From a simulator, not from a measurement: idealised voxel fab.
Process module name: voxel trench capacitor
This is section cut - it's 245 nm across, gridded in 5 nm square cells.
Format of a cross-section: grid, square cells. Given as bands. Order: top down. Band: one or more rows of cells. Each band's line starts with the height of the band's top and of its bottom, in nm. Then come its materials from left to right, each with its width in nm. One material with "edge to edge" fills the band from edge to edge. "air" is empty space. Convention: height 0 is the level below which the wafer, as received, is all one material. The lowest band does not terminate at the bottom but continues downward, represented as "0 down". A width such as "30 to 40" changes by the same amount from each row of cells to the next, from the band's top row to its bottom row. "left unchanged" (step): cross-section cells unchanged, all of them. So "Unvented voids" is basically the list of trapped voids: any empty space of 8 cells or more that can't reach the top through an opening. They're written width x height at distance, the distance being from the left edge, and it's all nm. Where a step's line continues beyond its settings, the continuation is a remark by the simulator itself on that step. On any step carrying a mask, the "overlay nm" setting, if present on the step's line, tells how far right of its planned place the mask lay; negative values point to the left.
**This section lists the process steps that were planned**
1. RECEIVE, material Si
2. CONFORMAL_DEP, material SiN, thk nm 5
3. PATTERN, tone open, mask id TRENCH, material resist, width nm 25, pitch nm 45, thk nm 20, overlay nm 0
4. DIRECTIONAL_ETCH, etch materials SiN, depth nm 5
5. DIRECTIONAL_ETCH, etch materials Si, depth nm 35
6. STRIP, etch materials resist
7. CONFORMAL_DEP, material HfO2, thk nm 5
8. CONFORMAL_DEP, material TiN, thk nm 5
9. FILL_DEP, material W, thk nm 5
10. CMP, height nm 5
**Cross-section, incoming material, after step 1**
> 0 down | Si edge to edge
> Unvented voids: none
**As-planned run: cross-section of the first of two wafers at end of module**
> 5 to 0 | SiN 65 nm, HfO2 5 nm, TiN 5 nm, W 5 nm, TiN 5 nm, HfO2 5 nm, SiN 20 nm, HfO2 5 nm, TiN 5 nm, W 5 nm, TiN 5 nm, HfO2 5 nm, SiN 20 nm, HfO2 5 nm, TiN 5 nm, W 5 nm, TiN 5 nm, HfO2 5 nm, SiN 65 nm
> 0 to -25 | Si 65 nm, HfO2 5 nm, TiN 5 nm, W 5 nm, TiN 5 nm, HfO2 5 nm, Si 20 nm, HfO2 5 nm, TiN 5 nm, W 5 nm, TiN 5 nm, HfO2 5 nm, Si 20 nm, HfO2 5 nm, TiN 5 nm, W 5 nm, TiN 5 nm, HfO2 5 nm, Si 65 nm
> -25 to -30 | Si 65 nm, HfO2 5 nm, TiN 15 nm, HfO2 5 nm, Si 20 nm, HfO2 5 nm, TiN 15 nm, HfO2 5 nm, Si 20 nm, HfO2 5 nm, TiN 15 nm, HfO2 5 nm, Si 65 nm
> -30 to -35 | Si 65 nm, HfO2 25 nm, Si 20 nm, HfO2 25 nm, Si 20 nm, HfO2 25 nm, Si 65 nm
> -35 down | Si edge to edge
> Unvented voids: none
**So this is wafer number two of the two, cut at the end of the module - it started where the first did and had the same plan, we just got one thing wrong running it**
> 5 to 0 | SiN 65 nm, TiN 5 nm, W 15 nm, TiN 5 nm, SiN 20 nm, TiN 5 nm, W 15 nm, TiN 5 nm, SiN 20 nm, TiN 5 nm, W 15 nm, TiN 5 nm, SiN 65 nm
> 0 to -30 | Si 65 nm, TiN 5 nm, W 15 nm, TiN 5 nm, Si 20 nm, TiN 5 nm, W 15 nm, TiN 5 nm, Si 20 nm, TiN 5 nm, W 15 nm, TiN 5 nm, Si 65 nm
> -30 to -35 | Si 65 nm, TiN 25 nm, Si 20 nm, TiN 25 nm, Si 20 nm, TiN 25 nm, Si 65 nm
> -35 down | Si edge to edge
> Unvented voids: none
So what did we get wrong on this run? plan step 7: skipped, not run
Final wafer comparison in cells, second versus first, more or fewer per material: HfO2: 57 fewer, TiN: 12 more, W: 45 more
